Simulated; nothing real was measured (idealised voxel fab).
voxel fin reveal: a process module
Cross-sectional view cut (width: 160 nm; square cell size: 5 nm).
A cross-section in this document is a grid of square cells, and it is written down as bands, the top band listed before the ones below it; a band is made up of one or more rows of cells.
For a band, the entry starts with two heights in nm, that of the top and then that of the bottom, and carries on with the band's materials in order from left to right, each alongside its width in nm; the word "all across" beside a single material means it fills the band edge to edge, and "empty" means empty space.
Beneath 0, the wafer as received is one material, and that level is where height counting begins. The lowest band goes on downward without a bottom; it is written like "0..down".
Think of "30..40" as a width that walks from the first number to the second as you go down the band, top row to bottom row, taking equal-sized steps from row to row.
Reading "remains unaltered" for a step: not a cell of the cross-section changed in it.
"Internal closed voids" contains a list of empty spaces, each no smaller than 8 cells and without an open way to the top, written in the form width x height at distance with the distance from the left edge and all three in nm.
What comes after the settings on a step's line is commentary from the simulator itself on that step.
On any step carrying a mask, the "overlay nm" setting, if present on the step's line, tells how far right of its planned place the mask lay; negative values point to the left.

## The process steps that were planned are listed below
1: RECEIVE [material Si]
2: CONFORMAL_DEP [material SiN] [thk nm 10]
3: DIRECTIONAL_DEP [material aC] [thk nm 10]
4: PATTERN [tone cover] [mask id FINS] [material resist] [width nm 15] [pitch nm 35] [thk nm 30] [overlay nm 0]
5: DIRECTIONAL_ETCH [etch materials aC] [depth nm 10]
6: STRIP [etch materials resist]
7: DIRECTIONAL_ETCH [etch materials SiN] [depth nm 10]
8: DIRECTIONAL_ETCH [etch materials Si] [depth nm 40]
9: STRIP [etch materials aC]
10: FILL_DEP [material SiO2] [thk nm 15]
11: CMP [height nm 10]
12: SELECTIVE_ETCH [etch materials SiO2] [depth nm 25]
13: STRIP [etch materials SiN]
14: CONFORMAL_DEP [material SiO2] [thk nm 5]

## Wafer as received: cross-section following step 1
0..down = Si all across
Internal closed voids: none

## Cross-sectional image of the first of two wafers at the end of the module, the run having proceeded as planned
5..0 = empty 30  SiO2 25  empty 10  SiO2 25  empty 10  SiO2 25  empty 35
0..-10 = empty 30  SiO2 5  Si 15  SiO2 5  empty 10  SiO2 5  Si 15  SiO2 5  empty 10  SiO2 5  Si 15  SiO2 5  empty 35
-10..-40 = SiO2 35  Si 15  SiO2 20  Si 15  SiO2 20  Si 15  SiO2 40
-40..down = Si all across
Internal closed voids: none

## Cross-section, second wafer: same start as the first, same plan as the first, one mistake in running it; taken at the end of the module
15..10 = empty 30  SiO2 25  empty 10  SiO2 25  empty 10  SiO2 25  empty 35
10..0 = empty 30  SiO2 5  SiN 15  SiO2 5  empty 10  SiO2 5  SiN 15  SiO2 5  empty 10  SiO2 5  SiN 15  SiO2 5  empty 35
0..-35 = empty 30  SiO2 5  Si 15  SiO2 5  empty 10  SiO2 5  Si 15  SiO2 5  empty 10  SiO2 5  Si 15  SiO2 5  empty 35
-35..-40 = SiO2 35  Si 15  SiO2 20  Si 15  SiO2 20  Si 15  SiO2 40
-40..down = Si all across
Internal closed voids: none
Misprocessing identified: contrary to plan, step 13 was performed as STRIP [etch materials SiO2]
It is noted that, at the conclusion of processing, the second wafer exhibits a higher or lower cell count for certain materials relative to the first: SiN: 18 more; SiO2: 73 fewer
